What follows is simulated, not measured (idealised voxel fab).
process module | voxel ribs on slabs
cross-section cut | 275 nm wide | cells 5 nm
A cross-section is a grid of square cells, given in bands from the top down. A band is one or more rows of cells.
Each band's line starts with the height of the band's top and of its bottom, in nm. Then come its materials from left to right, each with its width in nm. One material with "throughout" fills the band from edge to edge. "air" is empty space.
Height 0 is the level under which the wafer as received is all one material. The lowest band goes on downwards, as in "0 down".
A width such as "30 to 40" changes by the same amount from each row of cells to the next, from the band's top row to its bottom row.
"no change" after a step means that no cell of the cross-section changed.
closed voids: empty space of 8 cells or more with no open way to the top, each as width x height at its distance from the left edge, in nm
after a step's settings: what the simulator itself notes on the step
overlay nm, on a step with a mask: how far to the right of its planned place the mask lay; to the left if negative
plan
1 op RECEIVE | material Si
2 op DIRECTIONAL_DEP | material SiO2 | thk nm 25
3 op DIRECTIONAL_DEP | material SiN | thk nm 15
4 op MASKED_ETCH | tone cover | mask id RIB | width nm 15 | etch materials SiN | depth nm 10 | overlay nm 0
5 op PATTERN | tone cover | mask id SLAB | material resist | width nm 55 | thk nm 20 | overlay nm 0
6 op DIRECTIONAL_ETCH | etch materials SiN | depth nm 5
7 op STRIP | etch materials resist
8 op FILL_DEP | material SiO2 | thk nm 15
9 op CMP | height nm 50
10 op DIRECTIONAL_DEP | material TiN | thk nm 10
11 op PATTERN | tone cover | mask id HEATER | material resist | width nm 25 | thk nm 15 | overlay nm 0
12 op DIRECTIONAL_ETCH | etch materials TiN | depth nm 10
13 op STRIP | etch materials resist
14 op CONFORMAL_DEP | material SiN | thk nm 5
first wafer, as planned
as received, after step 1
  0 down: Si throughout
  closed voids: none
after step 2
  25 to 0: SiO2 throughout
  below 0: unchanged
after step 3
  40 to 25: SiN throughout
  below 25: unchanged
after step 4
  40 to 30: air 130 | SiN 15 | air 130
  below 30: unchanged
after step 5
  60 to 40: air 110 | resist 55 | air 110
  40 to 30: air 110 | resist 20 | SiN 15 | resist 20 | air 110
  below 30: unchanged
after step 6
  60 to 40: air 110 | resist 55 | air 110
  40 to 30: air 110 | resist 20 | SiN 15 | resist 20 | air 110
  30 to 25: air 110 | SiN 55 | air 110
  below 25: unchanged
after step 7
  40 to 30: air 130 | SiN 15 | air 130
  below 30: unchanged
after step 8
  55 to 40: SiO2 throughout
  40 to 30: SiO2 130 | SiN 15 | SiO2 130
  30 to 25: SiO2 110 | SiN 55 | SiO2 110
  below 25: unchanged
after step 9
  50 to 40: SiO2 throughout
  below 40: unchanged
after step 10
  60 to 50: TiN throughout
  below 50: unchanged
after step 11
  75 to 60: air 125 | resist 25 | air 125
  below 60: unchanged
after step 12
  75 to 60: air 125 | resist 25 | air 125
  60 to 50: air 125 | TiN 25 | air 125
  below 50: unchanged
after step 13
  60 to 50: air 125 | TiN 25 | air 125
  below 50: unchanged
after step 14
  65 to 60: air 120 | SiN 35 | air 120
  60 to 55: air 120 | SiN 5 | TiN 25 | SiN 5 | air 120
  55 to 50: SiN 125 | TiN 25 | SiN 125
  below 50: unchanged
second wafer: like start, like plan, one mistake. Through step 10 it matches the first wafer
when step 11 should have ended
  75 to 60: resist 125 | air 25 | resist 125
  below 60: unchanged
when step 12 should have ended
  75 to 60: resist 125 | air 25 | resist 125
  60 to 50: TiN 125 | air 25 | TiN 125
  below 50: unchanged
when step 13 should have ended
  60 to 50: TiN 125 | air 25 | TiN 125
  below 50: unchanged
when step 14 should have ended
  65 to 60: SiN 130 | air 15 | SiN 130
  60 to 55: TiN 125 | SiN 5 | air 15 | SiN 5 | TiN 125
  55 to 50: TiN 125 | SiN 25 | TiN 125
  below 50: unchanged
what went wrong: step 11 ran as: op PATTERN | tone open | mask id HEATER | material resist | width nm 25 | thk nm 15 | overlay nm 0
at the end the second wafer has, in cells: 90 more of TiN
